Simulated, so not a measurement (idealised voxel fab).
The process module that follows is named voxel self aligned contacts.
Displayed cross-section: cut, width of 160 nm, square cells sized 5 nm.
This document writes a cross-section as a grid whose cells are square, and gives it as bands, listed from the top down; one or more rows of cells form a band. First you get the band's top height and its bottom height, in nm, and then the materials it's made of, left to right, with each width in nm. If you see a single material with "edge to edge", that one covers the band edge to edge. "blank" is empty space. The level at which height equals 0 is the one under which the wafer, as it arrives, is entirely one material. No lower edge exists for the bottom band, which continues downward and is notated as in "0 -> down". A width given as "30..40" starts at the first number in the band's top row and ends at the second number in its bottom row, shifting by an equal amount at every step from row to row. It should be understood that the words "all unchanged", when stated for a given step, signify that the cross-section underwent no change in any of its cells during that step. "Enclosed voids" means: voids of 8 cells or more that are shut off from the top with no open way through. Written width x height at distance, distance from the left edge, in nm. Step line, after settings: the simulator's comment on this step. What "overlay nm" on a step's line means: if the step has a mask, that mask lay this far to the right of its planned place, or, when the value is negative, to the left.
**Planned step list for the process**
1,RECEIVE: material Si
2,OXIDIZE: depth nm 5
3,DIRECTIONAL_DEP: material polySi, thk nm 25
4,DIRECTIONAL_DEP: material SiN, thk nm 20
5,PATTERN: tone cover, mask id GATE, material resist, width nm 35, pitch nm 70, thk nm 15, overlay nm 0
6,DIRECTIONAL_ETCH: etch materials SiN, depth nm 20
7,DIRECTIONAL_ETCH: etch materials polySi, depth nm 25
8,STRIP: etch materials resist
9,CONFORMAL_DEP: material SiN, thk nm 5
10,DIRECTIONAL_ETCH: etch materials SiN, depth nm 5
11,FILL_DEP: material SiO2, thk nm 15
12,CMP: height nm 50
13,PATTERN: tone open, mask id CONTACT, material resist, width nm 35, thk nm 15, overlay nm 0
14,DIRECTIONAL_ETCH: etch materials SiO2, depth nm 55
15,STRIP: etch materials resist
16,CONFORMAL_DEP: material TiN, thk nm 5
17,FILL_DEP: material Ru, thk nm 10
18,CMP: height nm 50
19,CONFORMAL_DEP: material SiN, thk nm 5
The plan shows the width nm of step 13 as the first wafer had it; this setting differs between the wafers, which start out alike.
**first wafer as received, after step 1**
	0 -> down: Si edge to edge
	Enclosed voids: none
**Per wafer (row), end of module: delta in cells per material since receipt, (+) for gained, (-) for lost; closed voids after that**
width nm 35; +30 Ru; -32 Si; +124 SiN; +133 SiO2; +27 TiN; +70 polySi; Enclosed voids: none
width nm 40; +30 Ru; -32 Si; +124 SiN; +132 SiO2; +28 TiN; +70 polySi; Enclosed voids: none
width nm 45; +30 Ru; -32 Si; +124 SiN; +131 SiO2; +29 TiN; +70 polySi; Enclosed voids: none
width nm 50; +30 Ru; -32 Si; +124 SiN; +130 SiO2; +30 TiN; +70 polySi; Enclosed voids: none
width nm 55; +30 Ru; -32 Si; +124 SiN; +129 SiO2; +31 TiN; +70 polySi; Enclosed voids: none
width nm 60; +30 Ru; -32 Si; +124 SiN; +128 SiO2; +32 TiN; +70 polySi; Enclosed voids: none
